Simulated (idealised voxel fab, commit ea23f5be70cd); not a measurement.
Process module under the name voxel capacitor over wiring
The width of the displayed cross-section, cut, is 295 nm; its cells are square, with a size of 5 nm.
Cross-sections here: square-cell grids, written as top-down lists of bands, a band being one or more rows of cells.
Each band's line starts with the height of the band's top and of its bottom, in nm. Then come its materials from left to right, each with its width in nm. One material with "everywhere" fills the band from edge to edge. "empty" is empty space.
Heights are reckoned from 0. Under this level, the received wafer is all of one material. The bottommost band is open-ended downward, for example "from 0 down".
The notation "30..40" denotes a width that varies across the rows of cells in the band, beginning at the first number in the top row, finishing at the second number in the bottom row, and changing by an identical amount from each row to the next.
When a step is marked "no alteration", none of the cells in the cross-section changed during that step.
In "Enclosed internal cavities" the enclosed voids are listed, meaning empty spaces of 8 cells or larger without any opening to the top. The form is width x height at distance, distance from the left edge, units nm.
It should be noted that, on the line of a given step, the content following the step's settings is a remark produced by the simulator itself with respect to that step.
A step's line can hold "overlay nm"; with a mask on that step, the setting says how far right of the planned place the mask lay, while a negative setting says it lay to the left.

STEPS PLANNED FOR THE PROCESS
step 1: RECEIVE (material Si)
step 2: CONFORMAL_DEP (material SiO2; thk nm 10)
step 3: CONFORMAL_DEP (material SiCN; thk nm 5)
step 4: DIRECTIONAL_DEP (material SiO2; thk nm 15)
step 5: DIRECTIONAL_DEP (material aC; thk nm 10)
step 6: PATTERN (tone open; mask id METAL_1; material resist; width nm 20; pitch nm 80; thk nm 25; overlay nm 0)
step 7: DIRECTIONAL_ETCH (etch materials aC; depth nm 10)
step 8: STRIP (etch materials resist)
step 9: DIRECTIONAL_ETCH (etch materials SiO2; depth nm 15)
step 10: DIRECTIONAL_ETCH (etch materials SiCN; depth nm 5)
step 11: STRIP (etch materials aC)
step 12: CONFORMAL_DEP (material TiN; thk nm 5)
step 13: FILL_DEP (material Cu; thk nm 10)
step 14: CMP (height nm 30)
step 15: CONFORMAL_DEP (material SiCN; thk nm 5)
step 16: DIRECTIONAL_DEP (material lowk; thk nm 15)
step 17: DIRECTIONAL_DEP (material aC; thk nm 10)
step 18: PATTERN (tone open; mask id PLUG_1; material resist; width nm 15; thk nm 30; overlay nm 0)
step 19: DIRECTIONAL_ETCH (etch materials aC; depth nm 10)
step 20: STRIP (etch materials resist)
step 21: DIRECTIONAL_ETCH (etch materials lowk; depth nm 15)
step 22: DIRECTIONAL_ETCH (etch materials SiCN; depth nm 5)
step 23: STRIP (etch materials aC)
step 24: CONFORMAL_DEP (material TiN; thk nm 5)
step 25: FILL_DEP (material Ru; thk nm 10)
step 26: CMP (height nm 50)
step 27: DIRECTIONAL_DEP (material TiN; thk nm 5)
step 28: DIRECTIONAL_DEP (material SiN; thk nm 5)
step 29: DIRECTIONAL_DEP (material TiN; thk nm 10)
step 30: PATTERN (tone cover; mask id UPPER_PLATE; material resist; width nm 65; thk nm 15; overlay nm 0)
step 31: DIRECTIONAL_ETCH (etch materials TiN; depth nm 10)
step 32: DIRECTIONAL_ETCH (etch materials SiN; depth nm 5)
step 33: STRIP (etch materials resist)
step 34: DIRECTIONAL_DEP (material aC; thk nm 10)
step 35: PATTERN (tone cover; mask id LOWER_PLATE; material resist; width nm 75; thk nm 25; overlay nm -15)
step 36: DIRECTIONAL_ETCH (etch materials aC; depth nm 10)
step 37: STRIP (etch materials resist)
step 38: DIRECTIONAL_ETCH (etch materials TiN; depth nm 5)
step 39: STRIP (etch materials aC)
step 40: FILL_DEP (material SiO2; thk nm 20)
step 41: CMP (height nm 85)
step 42: PATTERN (tone open; mask id PLUG_2; material resist; width nm 15; thk nm 15; overlay nm 0)
step 43: DIRECTIONAL_ETCH (etch materials SiO2; depth nm 15)
step 44: STRIP (etch materials resist)
step 45: CONFORMAL_DEP (material TiN; thk nm 5)
step 46: FILL_DEP (material Ru; thk nm 5)
step 47: CMP (height nm 85)
step 48: CONFORMAL_DEP (material SiN; thk nm 5)
Keep in mind the plan's value for the overlay nm of step 35 comes from the first wafer; the wafers don't share that setting, but they do share the same starting point.

FIRST WAFER OF SEVERAL, AS RECEIVED: CROSS-SECTION AFTER STEP 1
> from 0 down | Si everywhere
> Enclosed internal cavities: none

BASICALLY EACH WAFER GETS A LINE IN THE TABLE, SHOWING IT AT THE END OF THE MODULE: MATERIAL BY MATERIAL, THE CELLS IT GAINED (+) OR LOST (-) SINCE WE GOT IT, THEN ITS CLOSED VOIDS
overlay nm -15 | +12 Cu | +5 Ru | +107 SiCN | +72 SiN | +621 SiO2 | +77 TiN | +168 lowk | Enclosed internal cavities: none
overlay nm -10 | +12 Cu | +5 Ru | +107 SiCN | +72 SiN | +621 SiO2 | +77 TiN | +168 lowk | Enclosed internal cavities: none
overlay nm -5 | +12 Cu | +5 Ru | +107 SiCN | +72 SiN | +621 SiO2 | +77 TiN | +168 lowk | Enclosed internal cavities: none
overlay nm 0 | +12 Cu | +5 Ru | +107 SiCN | +72 SiN | +621 SiO2 | +77 TiN | +168 lowk | Enclosed internal cavities: none
overlay nm 5 | +12 Cu | +5 Ru | +107 SiCN | +72 SiN | +621 SiO2 | +77 TiN | +168 lowk | Enclosed internal cavities: none
overlay nm 10 | +12 Cu | +5 Ru | +107 SiCN | +72 SiN | +621 SiO2 | +77 TiN | +168 lowk | Enclosed internal cavities: none
overlay nm 15 | +12 Cu | +5 Ru | +107 SiCN | +72 SiN | +621 SiO2 | +77 TiN | +168 lowk | Enclosed internal cavities: none
